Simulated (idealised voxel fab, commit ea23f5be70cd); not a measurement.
Herein follows the process module entitled voxel ribs on slabs.
The cross-section shown here is cut; it is 270 nm wide and divided into square cells measuring 5 nm on a side.
Each cross-section below is a grid of square cells, stated as bands in top-down order, with one or more rows of cells making up each band. What a band's entry tells you: where the top is and where the bottom is, as heights in nm, and after that what lies inside, material by material from left to right, each with its width in nm. Empty space is written as the word "air", and a single material marked with the word "full width" occupies the band from edge to edge. Height reference: 0 = level under which incoming wafer is all one material. Lowest band: no bottom, runs on downward, e.g. "0 and below". You'd read "30..40" like this: the band's top row of cells is as wide as the first number, its bottom row is as wide as the second, and going down, every row changes width by the same amount as the row before did. A step reported as "changes: none" is a step in which no cell of the cross-section changed. The list in "Trapped void list" covers empty spaces of 8 cells or more that cannot reach the top through any open way, and it gives each as width x height at distance; the distance is from the left edge, and width, height and distance are in nm. Read whatever lies past the settings on a step's line as the simulator's own remark about the step. On any step carrying a mask, the "overlay nm" setting, if present on the step's line, tells how far right of its planned place the mask lay; negative values point to the left.
# This section lists the process steps that were planned
1) RECEIVE, material Si
2) DIRECTIONAL_DEP, material SiO2, thk nm 25
3) DIRECTIONAL_DEP, material SiN, thk nm 20
4) DIRECTIONAL_DEP, material aC, thk nm 15
5) PATTERN, tone cover, mask id RIB, material resist, width nm 15, thk nm 35, overlay nm 0
6) DIRECTIONAL_ETCH, etch materials aC, depth nm 15
7) STRIP, etch materials resist
8) DIRECTIONAL_ETCH, etch materials SiN, depth nm 5
9) STRIP, etch materials aC
10) MASKED_ETCH, tone cover, mask id SLAB, width nm 55, etch materials SiN, depth nm 15, overlay nm 0
11) FILL_DEP, material SiO2, thk nm 15
12) CMP, height nm 55
13) DIRECTIONAL_DEP, material W, thk nm 10
14) PATTERN, tone cover, mask id HEATER, material resist, width nm 25, thk nm 15, overlay nm 0
15) DIRECTIONAL_ETCH, etch materials W, depth nm 10
16) STRIP, etch materials resist
17) CONFORMAL_DEP, material SiN, thk nm 5
# Cross-section of the wafer as it came to us, i.e., already through step 1
* 0 and below | Si full width
* Trapped void list: none
# Cross-section taken at module completion on the first of two wafers; processed per the plan
* 70 down to 65 | air: 115; SiN: 35; air: 120
* 65 down to 60 | air: 115; SiN: 5; W: 25; SiN: 5; air: 120
* 60 down to 55 | SiN: 120; W: 25; SiN: 125
* 55 down to 45 | SiO2 full width
* 45 down to 40 | SiO2: 125; SiN: 15; SiO2: 130
* 40 down to 25 | SiO2: 105; SiN: 55; SiO2: 110
* 25 down to 0 | SiO2 full width
* 0 and below | Si full width
* Trapped void list: none
# Now the second wafer, cross-sectioned at the end of the module. Nothing different at the start, nothing different in the plan compared with the first, just one mistake when it was actually run
* 65 down to 55 | air: 120; W: 25; air: 125
* 55 down to 45 | SiO2 full width
* 45 down to 40 | SiO2: 125; SiN: 15; SiO2: 130
* 40 down to 25 | SiO2: 105; SiN: 55; SiO2: 110
* 25 down to 0 | SiO2 full width
* 0 and below | Si full width
* Trapped void list: none
Here's what went sideways: plan step 17: skipped, not run
Counted in cells at the end, the second wafer holds more or fewer of these materials than the first: -58 SiN
